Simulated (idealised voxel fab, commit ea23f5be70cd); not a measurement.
process module | voxel self aligned vias
cross-section cut | 275 nm wide | cells 5 nm
A cross-section is a grid of square cells, given in bands from the top down. A band is one or more rows of cells.
Each band's line starts with the height of the band's top and of its bottom, in nm. Then come its materials from left to right, each with its width in nm. One material with "throughout" fills the band from edge to edge. "air" is empty space.
Height 0 is the level under which the wafer as received is all one material. The lowest band goes on downwards, as in "0 down".
A width such as "30 to 40" changes by the same amount from each row of cells to the next, from the band's top row to its bottom row.
"no change" after a step means that no cell of the cross-section changed.
closed voids: empty space of 8 cells or more with no open way to the top, each as width x height at its distance from the left edge, in nm
after a step's settings: what the simulator itself notes on the step
overlay nm, on a step with a mask: how far to the right of its planned place the mask lay; to the left if negative
plan
1 op RECEIVE | material Si
2 op CONFORMAL_DEP | material SiO2 | thk nm 10
3 op CONFORMAL_DEP | material SiCN | thk nm 5
4 op DIRECTIONAL_DEP | material SiO2 | thk nm 20
5 op PATTERN | tone open | mask id LINES | material resist | width nm 20 | pitch nm 65 | thk nm 15 | overlay nm 0
6 op DIRECTIONAL_ETCH | etch materials SiO2 | depth nm 20
7 op STRIP | etch materials resist
8 op CONFORMAL_DEP | material TiN | thk nm 5
9 op FILL_DEP | material W | thk nm 5
10 op CMP | height nm 35
11 op SELECTIVE_ETCH | etch materials W Ru TiN | depth nm 10
12 op FILL_DEP | material SiN | thk nm 5
13 op CMP | height nm 35
14 op DIRECTIONAL_DEP | material SiO2 | thk nm 15
15 op MASKED_ETCH | tone open | mask id VIAS | width nm 40 | pitch nm 65 | etch materials SiO2 | depth nm 15 | overlay nm 0
16 op MASKED_ETCH | tone open | mask id VIAS | width nm 40 | pitch nm 65 | etch materials SiN | depth nm 10 | overlay nm 0
17 op CONFORMAL_DEP | material TiN | thk nm 5
18 op FILL_DEP | material Ru | thk nm 10
19 op CMP | height nm 50
20 op CONFORMAL_DEP | material SiN | thk nm 5
first wafer, as planned
as received, after step 1
  0 down: Si throughout
  closed voids: none
after step 2
  10 to 0: SiO2 throughout
  below 0: unchanged
after step 3
  15 to 10: SiCN throughout
  below 10: unchanged
after step 4
  35 to 15: SiO2 throughout
  below 15: unchanged
after step 5
  50 to 35: resist 60 | air 20 | resist 45 | air 20 | resist 45 | air 20 | resist 65
  below 35: unchanged
after step 6
  50 to 35: resist 60 | air 20 | resist 45 | air 20 | resist 45 | air 20 | resist 65
  35 to 15: SiO2 60 | air 20 | SiO2 45 | air 20 | SiO2 45 | air 20 | SiO2 65
  below 15: unchanged
after step 7
  35 to 15: SiO2 60 | air 20 | SiO2 45 | air 20 | SiO2 45 | air 20 | SiO2 65
  below 15: unchanged
after step 8
  40 to 35: TiN 65 | air 10 | TiN 55 | air 10 | TiN 55 | air 10 | TiN 70
  35 to 20: SiO2 60 | TiN 5 | air 10 | TiN 5 | SiO2 45 | TiN 5 | air 10 | TiN 5 | SiO2 45 | TiN 5 | air 10 | TiN 5 | SiO2 65
  20 to 15: SiO2 60 | TiN 20 | SiO2 45 | TiN 20 | SiO2 45 | TiN 20 | SiO2 65
  below 15: unchanged
after step 9
  45 to 40: W throughout
  40 to 35: TiN 65 | W 10 | TiN 55 | W 10 | TiN 55 | W 10 | TiN 70
  35 to 20: SiO2 60 | TiN 5 | W 10 | TiN 5 | SiO2 45 | TiN 5 | W 10 | TiN 5 | SiO2 45 | TiN 5 | W 10 | TiN 5 | SiO2 65
  below 20: unchanged
after step 10
  35 to 20: SiO2 60 | TiN 5 | W 10 | TiN 5 | SiO2 45 | TiN 5 | W 10 | TiN 5 | SiO2 45 | TiN 5 | W 10 | TiN 5 | SiO2 65
  below 20: unchanged
after step 11
  35 to 25: SiO2 60 | air 20 | SiO2 45 | air 20 | SiO2 45 | air 20 | SiO2 65
  below 25: unchanged
after step 12
  40 to 35: SiN throughout
  35 to 25: SiO2 60 | SiN 20 | SiO2 45 | SiN 20 | SiO2 45 | SiN 20 | SiO2 65
  below 25: unchanged
after step 13
  35 to 25: SiO2 60 | SiN 20 | SiO2 45 | SiN 20 | SiO2 45 | SiN 20 | SiO2 65
  below 25: unchanged
after step 14
  50 to 35: SiO2 throughout
  below 35: unchanged
after step 15
  50 to 35: SiO2 50 | air 40 | SiO2 25 | air 40 | SiO2 25 | air 40 | SiO2 55
  below 35: unchanged
after step 16
  50 to 35: SiO2 50 | air 40 | SiO2 25 | air 40 | SiO2 25 | air 40 | SiO2 55
  35 to 25: SiO2 60 | air 20 | SiO2 45 | air 20 | SiO2 45 | air 20 | SiO2 65
  below 25: unchanged
after step 17
  55 to 50: TiN 55 | air 30 | TiN 35 | air 30 | TiN 35 | air 30 | TiN 60
  50 to 40: SiO2 50 | TiN 5 | air 30 | TiN 5 | SiO2 25 | TiN 5 | air 30 | TiN 5 | SiO2 25 | TiN 5 | air 30 | TiN 5 | SiO2 55
  40 to 30: SiO2 50 to 60 | TiN 15 to 5 | air 10 | TiN 15 to 5 | SiO2 25 to 45 | TiN 15 to 5 | air 10 | TiN 15 to 5 | SiO2 25 to 45 | TiN 15 to 5 | air 10 | TiN 15 to 5 | SiO2 55 to 65
  30 to 25: SiO2 60 | TiN 20 | SiO2 45 | TiN 20 | SiO2 45 | TiN 20 | SiO2 65
  below 25: unchanged
after step 18
  65 to 55: Ru throughout
  55 to 50: TiN 55 | Ru 30 | TiN 35 | Ru 30 | TiN 35 | Ru 30 | TiN 60
  50 to 40: SiO2 50 | TiN 5 | Ru 30 | TiN 5 | SiO2 25 | TiN 5 | Ru 30 | TiN 5 | SiO2 25 | TiN 5 | Ru 30 | TiN 5 | SiO2 55
  40 to 30: SiO2 50 to 60 | TiN 15 to 5 | Ru 10 | TiN 15 to 5 | SiO2 25 to 45 | TiN 15 to 5 | Ru 10 | TiN 15 to 5 | SiO2 25 to 45 | TiN 15 to 5 | Ru 10 | TiN 15 to 5 | SiO2 55 to 65
  below 30: unchanged
after step 19
  50 to 40: SiO2 50 | TiN 5 | Ru 30 | TiN 5 | SiO2 25 | TiN 5 | Ru 30 | TiN 5 | SiO2 25 | TiN 5 | Ru 30 | TiN 5 | SiO2 55
  below 40: unchanged
after step 20
  55 to 50: SiN throughout
  below 50: unchanged
second wafer: like start, like plan, one mistake. Through step 19 it matches the first wafer
when step 20 should have ended
  65 to 50: SiN throughout
  below 50: unchanged
what went wrong: step 20 ran as: op CONFORMAL_DEP | material SiN | thk nm 15
at the end the second wafer has, in cells: 110 more of SiN
